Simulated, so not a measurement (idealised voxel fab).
Process module name: voxel self aligned vias
Cross-section cut spans 155 nm and uses square cells 5 nm in size.
We lay out every cross-section as a grid of square cells and spell it out in bands from the top down, where one band means one or more rows of cells.
The band entry comprises the height of the band's top followed by the height of its bottom, expressed in nm, and subsequently the band's materials from left to right, each stated together with its width in nm. Where a single material is marked with the word "throughout", that material fills the band from edge to edge. The word "blank" represents empty space.
The level at which height equals 0 is the one under which the wafer, as it arrives, is entirely one material. No lower edge exists for the bottom band, which continues downward and is notated as in "0..down".
Graded width ("30 to 40"): value in top row of band = first number; value in bottom row = second number; row-to-row change constant.
When a step is marked "nothing got changed", none of the cells in the cross-section changed during that step.
Reported under the label "Closed void listing" are the empty spaces having no open way to the top and comprising 8 cells or more; the notation for each is width x height at distance, in which the distance is measured from the left edge and all three values are in nm.
Note: text after step settings on the step line = simulator remark on that step.
overlay nm: right-of-plan distance of the mask on a masked step; negative values mean left-of-plan.

-- Process steps (planned)
1) RECEIVE | material Si
2) CONFORMAL_DEP | material SiO2 | thk nm 15
3) CONFORMAL_DEP | material SiCN | thk nm 5
4) DIRECTIONAL_DEP | material SiO2 | thk nm 20
5) DIRECTIONAL_DEP | material aC | thk nm 15
6) PATTERN | tone open | mask id LINES | material resist | width nm 20 | pitch nm 70 | thk nm 30 | overlay nm 0
7) DIRECTIONAL_ETCH | etch materials aC | depth nm 15
8) STRIP | etch materials resist
9) DIRECTIONAL_ETCH | etch materials SiO2 | depth nm 20
10) STRIP | etch materials aC
11) CONFORMAL_DEP | material TiN | thk nm 5
12) FILL_DEP | material W | thk nm 10
13) CMP | height nm 40
14) SELECTIVE_ETCH | etch materials W Ru TiN | depth nm 5
15) FILL_DEP | material SiN | thk nm 10
16) CMP | height nm 40
17) DIRECTIONAL_DEP | material SiO2 | thk nm 20
18) DIRECTIONAL_DEP | material aC | thk nm 10
19) PATTERN | tone open | mask id VIAS | material resist | width nm 40 | thk nm 30 | overlay nm 0
20) DIRECTIONAL_ETCH | etch materials aC | depth nm 10
21) STRIP | etch materials resist
22) DIRECTIONAL_ETCH | etch materials SiO2 | depth nm 20
23) DIRECTIONAL_ETCH | etch materials SiN | depth nm 5
24) STRIP | etch materials aC
25) CONFORMAL_DEP | material TiN | thk nm 5
26) FILL_DEP | material Cu | thk nm 5
27) CMP | height nm 60
28) CONFORMAL_DEP | material SiN | thk nm 5

-- First out of two wafers; run went to plan

-- Received-state cross-section, reflecting completion of step 1
    0..down: Si throughout
    Closed void listing: none

-- Cross-sectional representation of the wafer at the conclusion of step 2
    15..0: SiO2 throughout
    Lower than 0, everything is as it was.

-- Cross-sectional representation of the wafer at the conclusion of step 3
    20..15: SiCN throughout
    Lower than 15, everything is as it was.

-- Cross-sectional representation of the wafer at the conclusion of step 4
    40..20: SiO2 throughout
    Lower than 20, everything is as it was.

-- Cross-sectional representation of the wafer at the conclusion of step 5
    55..40: aC throughout
    Lower than 40, everything is as it was.

-- Cross-sectional representation of the wafer at the conclusion of step 6
    85..55: 30 nm resist | 20 nm blank | 50 nm resist | 20 nm blank | 35 nm resist
    Lower than 55, everything is as it was.

-- Cross-sectional representation of the wafer at the conclusion of step 7
    70..55: 30 nm resist | 20 nm blank | 50 nm resist | 20 nm blank | 35 nm resist
    55..40: 30 nm aC | 20 nm blank | 50 nm aC | 20 nm blank | 35 nm aC
    Lower than 40, everything is as it was.

-- Cross-sectional representation of the wafer at the conclusion of step 8
    55..40: 30 nm aC | 20 nm blank | 50 nm aC | 20 nm blank | 35 nm aC
    Lower than 40, everything is as it was.

-- Cross-sectional representation of the wafer at the conclusion of step 9
    55..40: 30 nm aC | 20 nm blank | 50 nm aC | 20 nm blank | 35 nm aC
    40..20: 30 nm SiO2 | 20 nm blank | 50 nm SiO2 | 20 nm blank | 35 nm SiO2
    Lower than 20, everything is as it was.

-- Cross-sectional representation of the wafer at the conclusion of step 10
    40..20: 30 nm SiO2 | 20 nm blank | 50 nm SiO2 | 20 nm blank | 35 nm SiO2
    Lower than 20, everything is as it was.

-- Cross-sectional representation of the wafer at the conclusion of step 11
    45..40: 35 nm TiN | 10 nm blank | 60 nm TiN | 10 nm blank | 40 nm TiN
    40..25: 30 nm SiO2 | 5 nm TiN | 10 nm blank | 5 nm TiN | 50 nm SiO2 | 5 nm TiN | 10 nm blank | 5 nm TiN | 35 nm SiO2
    25..20: 30 nm SiO2 | 20 nm TiN | 50 nm SiO2 | 20 nm TiN | 35 nm SiO2
    Lower than 20, everything is as it was.

-- Cross-sectional representation of the wafer at the conclusion of step 12
    55..45: W throughout
    45..40: 35 nm TiN | 10 nm W | 60 nm TiN | 10 nm W | 40 nm TiN
    40..25: 30 nm SiO2 | 5 nm TiN | 10 nm W | 5 nm TiN | 50 nm SiO2 | 5 nm TiN | 10 nm W | 5 nm TiN | 35 nm SiO2
    Lower than 25, everything is as it was.

-- Cross-sectional representation of the wafer at the conclusion of step 13
    40..25: 30 nm SiO2 | 5 nm TiN | 10 nm W | 5 nm TiN | 50 nm SiO2 | 5 nm TiN | 10 nm W | 5 nm TiN | 35 nm SiO2
    Lower than 25, everything is as it was.

-- Cross-sectional representation of the wafer at the conclusion of step 14
    40..35: 30 nm SiO2 | 20 nm blank | 50 nm SiO2 | 20 nm blank | 35 nm SiO2
    Lower than 35, everything is as it was.

-- Cross-sectional representation of the wafer at the conclusion of step 15
    50..40: SiN throughout
    40..35: 30 nm SiO2 | 20 nm SiN | 50 nm SiO2 | 20 nm SiN | 35 nm SiO2
    Lower than 35, everything is as it was.

-- Cross-sectional representation of the wafer at the conclusion of step 16
    40..35: 30 nm SiO2 | 20 nm SiN | 50 nm SiO2 | 20 nm SiN | 35 nm SiO2
    Lower than 35, everything is as it was.

-- Cross-sectional representation of the wafer at the conclusion of step 17
    60..40: SiO2 throughout
    Lower than 40, everything is as it was.

-- Cross-sectional representation of the wafer at the conclusion of step 18
    70..60: aC throughout
    Lower than 60, everything is as it was.

-- Cross-sectional representation of the wafer at the conclusion of step 19
    100..70: 20 nm resist | 40 nm blank | 95 nm resist
    Lower than 70, everything is as it was.

-- Cross-sectional representation of the wafer at the conclusion of step 20
    90..70: 20 nm resist | 40 nm blank | 95 nm resist
    70..60: 20 nm aC | 40 nm blank | 95 nm aC
    Lower than 60, everything is as it was.

-- Cross-sectional representation of the wafer at the conclusion of step 21
    70..60: 20 nm aC | 40 nm blank | 95 nm aC
    Lower than 60, everything is as it was.

-- Cross-sectional representation of the wafer at the conclusion of step 22
    70..60: 20 nm aC | 40 nm blank | 95 nm aC
    60..40: 20 nm SiO2 | 40 nm blank | 95 nm SiO2
    Lower than 40, everything is as it was.

-- Cross-sectional representation of the wafer at the conclusion of step 23
    70..60: 20 nm aC | 40 nm blank | 95 nm aC
    60..40: 20 nm SiO2 | 40 nm blank | 95 nm SiO2
    40..35: 30 nm SiO2 | 20 nm blank | 50 nm SiO2 | 20 nm SiN | 35 nm SiO2
    Lower than 35, everything is as it was.

-- Cross-sectional representation of the wafer at the conclusion of step 24
    60..40: 20 nm SiO2 | 40 nm blank | 95 nm SiO2
    Lower than 40, everything is as it was.

-- Cross-sectional representation of the wafer at the conclusion of step 25
    65..60: 25 nm TiN | 30 nm blank | 100 nm TiN
    60..45: 20 nm SiO2 | 5 nm TiN | 30 nm blank | 5 nm TiN | 95 nm SiO2
    45..40: 20 nm SiO2 | 15 nm TiN | 10 nm blank | 15 nm TiN | 95 nm SiO2
    40..35: 30 nm SiO2 | 20 nm TiN | 50 nm SiO2 | 20 nm SiN | 35 nm SiO2
    Lower than 35, everything is as it was.

-- Cross-sectional representation of the wafer at the conclusion of step 26
    70..65: Cu throughout
    65..60: 25 nm TiN | 30 nm Cu | 100 nm TiN
    60..45: 20 nm SiO2 | 5 nm TiN | 30 nm Cu | 5 nm TiN | 95 nm SiO2
    45..40: 20 nm SiO2 | 15 nm TiN | 10 nm Cu | 15 nm TiN | 95 nm SiO2
    Lower than 40, everything is as it was.

-- Cross-sectional representation of the wafer at the conclusion of step 27
    60..45: 20 nm SiO2 | 5 nm TiN | 30 nm Cu | 5 nm TiN | 95 nm SiO2
    Lower than 45, everything is as it was.

-- Cross-sectional representation of the wafer at the conclusion of step 28
    65..60: SiN throughout
    Lower than 60, everything is as it was.

-- Second of two: same start, same plan, one run error; steps up to and including 18 match the first

-- Cross-section, second wafer, at the end time the plan gives for step 19
    100..70: 15 nm resist | 50 nm blank | 90 nm resist
    Lower than 70, everything is as it was.

-- Cross-section, second wafer, at the end time the plan gives for step 20
    90..70: 15 nm resist | 50 nm blank | 90 nm resist
    70..60: 15 nm aC | 50 nm blank | 90 nm aC
    Lower than 60, everything is as it was.

-- Cross-section, second wafer, at the end time the plan gives for step 21
    70..60: 15 nm aC | 50 nm blank | 90 nm aC
    Lower than 60, everything is as it was.

-- Cross-section, second wafer, at the end time the plan gives for step 22
    70..60: 15 nm aC | 50 nm blank | 90 nm aC
    60..40: 15 nm SiO2 | 50 nm blank | 90 nm SiO2
    Lower than 40, everything is as it was.

-- Cross-section, second wafer, at the end time the plan gives for step 23
    70..60: 15 nm aC | 50 nm blank | 90 nm aC
    60..40: 15 nm SiO2 | 50 nm blank | 90 nm SiO2
    40..35: 30 nm SiO2 | 20 nm blank | 50 nm SiO2 | 20 nm SiN | 35 nm SiO2
    Lower than 35, everything is as it was.

-- Cross-section, second wafer, at the end time the plan gives for step 24
    60..40: 15 nm SiO2 | 50 nm blank | 90 nm SiO2
    Lower than 40, everything is as it was.

-- Cross-section, second wafer, at the end time the plan gives for step 25
    65..60: 20 nm TiN | 40 nm blank | 95 nm TiN
    60..45: 15 nm SiO2 | 5 nm TiN | 40 nm blank | 5 nm TiN | 90 nm SiO2
    45..40: 15 nm SiO2 | 20 nm TiN | 10 nm blank | 20 nm TiN | 90 nm SiO2
    40..35: 30 nm SiO2 | 20 nm TiN | 50 nm SiO2 | 20 nm SiN | 35 nm SiO2
    Lower than 35, everything is as it was.

-- Cross-section, second wafer, at the end time the plan gives for step 26
    70..65: Cu throughout
    65..60: 20 nm TiN | 40 nm Cu | 95 nm TiN
    60..45: 15 nm SiO2 | 5 nm TiN | 40 nm Cu | 5 nm TiN | 90 nm SiO2
    45..40: 15 nm SiO2 | 20 nm TiN | 10 nm Cu | 20 nm TiN | 90 nm SiO2
    Lower than 40, everything is as it was.

-- Cross-section, second wafer, at the end time the plan gives for step 27
    60..45: 15 nm SiO2 | 5 nm TiN | 40 nm Cu | 5 nm TiN | 90 nm SiO2
    Lower than 45, everything is as it was.

-- Cross-section, second wafer, at the end time the plan gives for step 28
    65..60: SiN throughout
    Lower than 60, everything is as it was.
Deviation from plan: not per plan at step 19, really ran PATTERN | tone open | mask id VIAS | material resist | width nm 50 | thk nm 30 | overlay nm 0
FYI, end of process, the second wafer has more or fewer cells of some materials than the first: +6 Cu; -8 SiO2; +2 TiN
